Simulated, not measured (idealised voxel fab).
This is a process module. Its name is voxel trench capacitor.
Each square cell in cross-section cut measures 5 nm, and the section as a whole is 240 nm wide.
Throughout this document, each cross-section is represented as a grid of square cells and is presented as a sequence of bands enumerated from the top downward, where a band comprises one or more rows of cells. First you get the band's top height and its bottom height, in nm, and then the materials it's made of, left to right, with each width in nm. If you see a single material with "all across", that one covers the band edge to edge. "empty" is empty space. The level at which height equals 0 is the one under which the wafer, as it arrives, is entirely one material. No lower edge exists for the bottom band, which continues downward and is notated as in "0 -> down". Note: "30->40" means the width goes from the first number (top row of the band) to the second number (bottom row) in equal steps per row of cells. Basically "stayed the same" means that step didn't change any cell in the cross-section. Each empty space that has no open way to the top and spans at least 8 cells appears under "Sealed void list" as width x height at distance, the distance counted from the left edge, all in nm. Step line, after settings: the simulator's comment on this step. overlay nm: for a step with a mask, the amount by which the mask lay right of where it was planned; a negative amount means left of it.
[Set out below are the planned steps of the process]
step 1: RECEIVE,material Si
step 2: CONFORMAL_DEP,material SiN,thk nm 5
step 3: PATTERN,tone open,mask id TRENCH,material resist,width nm 25,pitch nm 40,thk nm 15,overlay nm 0
step 4: DIRECTIONAL_ETCH,etch materials SiN,depth nm 5
step 5: DIRECTIONAL_ETCH,etch materials Si,depth nm 40
step 6: STRIP,etch materials resist
step 7: CONFORMAL_DEP,material Al2O3,thk nm 5
step 8: CONFORMAL_DEP,material TiN,thk nm 5
step 9: FILL_DEP,material W,thk nm 5
step 10: CMP,height nm 5
[First out of two wafers; run went to plan]
[Shown in cross-section is the wafer as received, that is, as it stands after step 1]
	0 -> down = Si all across
	Sealed void list: none
[Sectional view: wafer, after step 2]
	5 -> 0 = SiN all across
	Everything under 0 stays put, no change at all.
[Sectional view: wafer, after step 3]
	20 -> 5 = 45 resist  25 empty  15 resist  25 empty  15 resist  25 empty  15 resist  25 empty  50 resist
	Everything under 5 stays put, no change at all.
[Sectional view: wafer, after step 4]
	20 -> 5 = 45 resist  25 empty  15 resist  25 empty  15 resist  25 empty  15 resist  25 empty  50 resist
	5 -> 0 = 45 SiN  25 empty  15 SiN  25 empty  15 SiN  25 empty  15 SiN  25 empty  50 SiN
	Everything under 0 stays put, no change at all.
[Sectional view: wafer, after step 5]
	20 -> 5 = 45 resist  25 empty  15 resist  25 empty  15 resist  25 empty  15 resist  25 empty  50 resist
	5 -> 0 = 45 SiN  25 empty  15 SiN  25 empty  15 SiN  25 empty  15 SiN  25 empty  50 SiN
	0 -> -40 = 45 Si  25 empty  15 Si  25 empty  15 Si  25 empty  15 Si  25 empty  50 Si
	Everything under -40 stays put, no change at all.
[Sectional view: wafer, after step 6]
	5 -> 0 = 45 SiN  25 empty  15 SiN  25 empty  15 SiN  25 empty  15 SiN  25 empty  50 SiN
	Everything under 0 stays put, no change at all.
[Sectional view: wafer, after step 7]
	10 -> 5 = 50 Al2O3  15 empty  25 Al2O3  15 empty  25 Al2O3  15 empty  25 Al2O3  15 empty  55 Al2O3
	5 -> 0 = 45 SiN  5 Al2O3  15 empty  5 Al2O3  15 SiN  5 Al2O3  15 empty  5 Al2O3  15 SiN  5 Al2O3  15 empty  5 Al2O3  15 SiN  5 Al2O3  15 empty  5 Al2O3  50 SiN
	0 -> -35 = 45 Si  5 Al2O3  15 empty  5 Al2O3  15 Si  5 Al2O3  15 empty  5 Al2O3  15 Si  5 Al2O3  15 empty  5 Al2O3  15 Si  5 Al2O3  15 empty  5 Al2O3  50 Si
	-35 -> -40 = 45 Si  25 Al2O3  15 Si  25 Al2O3  15 Si  25 Al2O3  15 Si  25 Al2O3  50 Si
	Everything under -40 stays put, no change at all.
[Sectional view: wafer, after step 8]
	15 -> 10 = 55 TiN  5 empty  35 TiN  5 empty  35 TiN  5 empty  35 TiN  5 empty  60 TiN
	10 -> 5 = 50 Al2O3  5 TiN  5 empty  5 TiN  25 Al2O3  5 TiN  5 empty  5 TiN  25 Al2O3  5 TiN  5 empty  5 TiN  25 Al2O3  5 TiN  5 empty  5 TiN  55 Al2O3
	5 -> 0 = 45 SiN  5 Al2O3  5 TiN  5 empty  5 TiN  5 Al2O3  15 SiN  5 Al2O3  5 TiN  5 empty  5 TiN  5 Al2O3  15 SiN  5 Al2O3  5 TiN  5 empty  5 TiN  5 Al2O3  15 SiN  5 Al2O3  5 TiN  5 empty  5 TiN  5 Al2O3  50 SiN
	0 -> -30 = 45 Si  5 Al2O3  5 TiN  5 empty  5 TiN  5 Al2O3  15 Si  5 Al2O3  5 TiN  5 empty  5 TiN  5 Al2O3  15 Si  5 Al2O3  5 TiN  5 empty  5 TiN  5 Al2O3  15 Si  5 Al2O3  5 TiN  5 empty  5 TiN  5 Al2O3  50 Si
	-30 -> -35 = 45 Si  5 Al2O3  15 TiN  5 Al2O3  15 Si  5 Al2O3  15 TiN  5 Al2O3  15 Si  5 Al2O3  15 TiN  5 Al2O3  15 Si  5 Al2O3  15 TiN  5 Al2O3  50 Si
	Everything under -35 stays put, no change at all.
[Sectional view: wafer, after step 9]
	20 -> 15 = W all across
	15 -> 10 = 55 TiN  5 W  35 TiN  5 W  35 TiN  5 W  35 TiN  5 W  60 TiN
	10 -> 5 = 50 Al2O3  5 TiN  5 W  5 TiN  25 Al2O3  5 TiN  5 W  5 TiN  25 Al2O3  5 TiN  5 W  5 TiN  25 Al2O3  5 TiN  5 W  5 TiN  55 Al2O3
	5 -> 0 = 45 SiN  5 Al2O3  5 TiN  5 W  5 TiN  5 Al2O3  15 SiN  5 Al2O3  5 TiN  5 W  5 TiN  5 Al2O3  15 SiN  5 Al2O3  5 TiN  5 W  5 TiN  5 Al2O3  15 SiN  5 Al2O3  5 TiN  5 W  5 TiN  5 Al2O3  50 SiN
	0 -> -30 = 45 Si  5 Al2O3  5 TiN  5 W  5 TiN  5 Al2O3  15 Si  5 Al2O3  5 TiN  5 W  5 TiN  5 Al2O3  15 Si  5 Al2O3  5 TiN  5 W  5 TiN  5 Al2O3  15 Si  5 Al2O3  5 TiN  5 W  5 TiN  5 Al2O3  50 Si
	Everything under -30 stays put, no change at all.
[Sectional view: wafer, after step 10]
	5 -> 0 = 45 SiN  5 Al2O3  5 TiN  5 W  5 TiN  5 Al2O3  15 SiN  5 Al2O3  5 TiN  5 W  5 TiN  5 Al2O3  15 SiN  5 Al2O3  5 TiN  5 W  5 TiN  5 Al2O3  15 SiN  5 Al2O3  5 TiN  5 W  5 TiN  5 Al2O3  50 SiN
	Everything under 0 stays put, no change at all.
[Second wafer, same starting state and plan as the first, one mistake in the run, identical through step 5]
[Second wafer, sectioned view, at step 6's planned end time]
	5 -> 0 = 45 SiN  25 empty  15 SiN  25 empty  15 SiN  25 empty  15 SiN  25 empty  50 SiN
	Everything under 0 stays put, no change at all.
[Second wafer, sectioned view, at step 7's planned end time]
	10 -> 5 = 50 Al2O3  15 empty  25 Al2O3  15 empty  25 Al2O3  15 empty  25 Al2O3  15 empty  55 Al2O3
	5 -> 0 = 45 SiN  5 Al2O3  15 empty  5 Al2O3  15 SiN  5 Al2O3  15 empty  5 Al2O3  15 SiN  5 Al2O3  15 empty  5 Al2O3  15 SiN  5 Al2O3  15 empty  5 Al2O3  50 SiN
	0 -> -35 = 45 Si  5 Al2O3  15 empty  5 Al2O3  15 Si  5 Al2O3  15 empty  5 Al2O3  15 Si  5 Al2O3  15 empty  5 Al2O3  15 Si  5 Al2O3  15 empty  5 Al2O3  50 Si
	-35 -> -40 = 45 Si  25 Al2O3  15 Si  25 Al2O3  15 Si  25 Al2O3  15 Si  25 Al2O3  50 Si
	Everything under -40 stays put, no change at all.
[Second wafer, sectioned view, at step 8's planned end time]
	15 -> 10 = 55 TiN  5 empty  35 TiN  5 empty  35 TiN  5 empty  35 TiN  5 empty  60 TiN
	10 -> 5 = 50 Al2O3  5 TiN  5 empty  5 TiN  25 Al2O3  5 TiN  5 empty  5 TiN  25 Al2O3  5 TiN  5 empty  5 TiN  25 Al2O3  5 TiN  5 empty  5 TiN  55 Al2O3
	5 -> 0 = 45 SiN  5 Al2O3  5 TiN  5 empty  5 TiN  5 Al2O3  15 SiN  5 Al2O3  5 TiN  5 empty  5 TiN  5 Al2O3  15 SiN  5 Al2O3  5 TiN  5 empty  5 TiN  5 Al2O3  15 SiN  5 Al2O3  5 TiN  5 empty  5 TiN  5 Al2O3  50 SiN
	0 -> -30 = 45 Si  5 Al2O3  5 TiN  5 empty  5 TiN  5 Al2O3  15 Si  5 Al2O3  5 TiN  5 empty  5 TiN  5 Al2O3  15 Si  5 Al2O3  5 TiN  5 empty  5 TiN  5 Al2O3  15 Si  5 Al2O3  5 TiN  5 empty  5 TiN  5 Al2O3  50 Si
	-30 -> -35 = 45 Si  5 Al2O3  15 TiN  5 Al2O3  15 Si  5 Al2O3  15 TiN  5 Al2O3  15 Si  5 Al2O3  15 TiN  5 Al2O3  15 Si  5 Al2O3  15 TiN  5 Al2O3  50 Si
	Everything under -35 stays put, no change at all.
[Second wafer, sectioned view, at step 9's planned end time]
	20 -> 15 = W all across
	15 -> 10 = 55 TiN  5 W  35 TiN  5 W  35 TiN  5 W  35 TiN  5 W  60 TiN
	10 -> 5 = 50 Al2O3  5 TiN  5 W  5 TiN  25 Al2O3  5 TiN  5 W  5 TiN  25 Al2O3  5 TiN  5 W  5 TiN  25 Al2O3  5 TiN  5 W  5 TiN  55 Al2O3
	5 -> 0 = 45 SiN  5 Al2O3  5 TiN  5 W  5 TiN  5 Al2O3  15 SiN  5 Al2O3  5 TiN  5 W  5 TiN  5 Al2O3  15 SiN  5 Al2O3  5 TiN  5 W  5 TiN  5 Al2O3  15 SiN  5 Al2O3  5 TiN  5 W  5 TiN  5 Al2O3  50 SiN
	0 -> -30 = 45 Si  5 Al2O3  5 TiN  5 W  5 TiN  5 Al2O3  15 Si  5 Al2O3  5 TiN  5 W  5 TiN  5 Al2O3  15 Si  5 Al2O3  5 TiN  5 W  5 TiN  5 Al2O3  15 Si  5 Al2O3  5 TiN  5 W  5 TiN  5 Al2O3  50 Si
	Everything under -30 stays put, no change at all.
[Second wafer, sectioned view, at step 10's planned end time]
	5 -> 0 = 45 SiN  5 Al2O3  5 TiN  5 W  5 TiN  5 Al2O3  15 SiN  5 Al2O3  5 TiN  5 W  5 TiN  5 Al2O3  15 SiN  5 Al2O3  5 TiN  5 W  5 TiN  5 Al2O3  15 SiN  5 Al2O3  5 TiN  5 W  5 TiN  5 Al2O3  50 SiN
	Everything under 0 stays put, no change at all.
Error vs. plan: in the plan, step 6 was performed twice
Honestly, by the end the two wafers have the same cross-section, so the mistake just doesn't show up in what this model computes.
